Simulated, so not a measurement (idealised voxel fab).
process module | voxel self aligned contacts
cross-section cut | 170 nm wide | cells 5 nm
A cross-section is a grid of square cells, given in bands from the top down. A band is one or more rows of cells.
Each band's line starts with the height of the band's top and of its bottom, in nm. Then come its materials from left to right, each with its width in nm. One material with "throughout" fills the band from edge to edge. "air" is empty space.
Height 0 is the level under which the wafer as received is all one material. The lowest band goes on downwards, as in "0 down".
A width such as "30 to 40" changes by the same amount from each row of cells to the next, from the band's top row to its bottom row.
"no change" after a step means that no cell of the cross-section changed.
closed voids: empty space of 8 cells or more with no open way to the top, each as width x height at its distance from the left edge, in nm
after a step's settings: what the simulator itself notes on the step
overlay nm, on a step with a mask: how far to the right of its planned place the mask lay; to the left if negative
plan
1 op RECEIVE | material Si
2 op CONFORMAL_DEP | material SiO2 | thk nm 5
3 op DIRECTIONAL_DEP | material polySi | thk nm 30
4 op DIRECTIONAL_DEP | material SiN | thk nm 20
5 op DIRECTIONAL_DEP | material aC | thk nm 10
6 op PATTERN | tone cover | mask id GATE | material resist | width nm 30 | pitch nm 60 | thk nm 25 | overlay nm 0
7 op DIRECTIONAL_ETCH | etch materials aC | depth nm 10
8 op STRIP | etch materials resist
9 op DIRECTIONAL_ETCH | etch materials SiN | depth nm 20
10 op DIRECTIONAL_ETCH | etch materials polySi | depth nm 30
11 op STRIP | etch materials aC
12 op CONFORMAL_DEP | material SiN | thk nm 5
13 op DIRECTIONAL_ETCH | etch materials SiN | depth nm 5
14 op FILL_DEP | material SiO2 | thk nm 10
15 op CMP | height nm 60
16 op PATTERN | tone open | mask id CONTACT | material resist | width nm 40 | thk nm 15 | overlay nm 0
17 op DIRECTIONAL_ETCH | etch materials SiO2 | depth nm 60
18 op STRIP | etch materials resist
19 op CONFORMAL_DEP | material TiN | thk nm 5
20 op FILL_DEP | material W | thk nm 5
21 op CMP | height nm 60
22 op CONFORMAL_DEP | material SiN | thk nm 5
as received, after step 1
  0 down: Si throughout
  closed voids: none
a wafer at the end: this start, this plan, one mistake
  65 to 60: SiN throughout
  60 to 55: SiO2 65 | TiN 10 | W 20 | TiN 10 | SiO2 65
  55 to 35: SiO2 40 | SiN 30 | TiN 5 | W 20 | TiN 5 | SiN 30 | SiO2 40
  35 to 5: SiO2 40 | polySi 30 | TiN 5 | W 20 | TiN 5 | polySi 30 | SiO2 40
  5 to 0: SiO2 70 | TiN 30 | SiO2 70
  0 down: Si throughout
  closed voids: none
what went wrong: step 12 ran as: op CONFORMAL_DEP | material SiO2 | thk nm 5
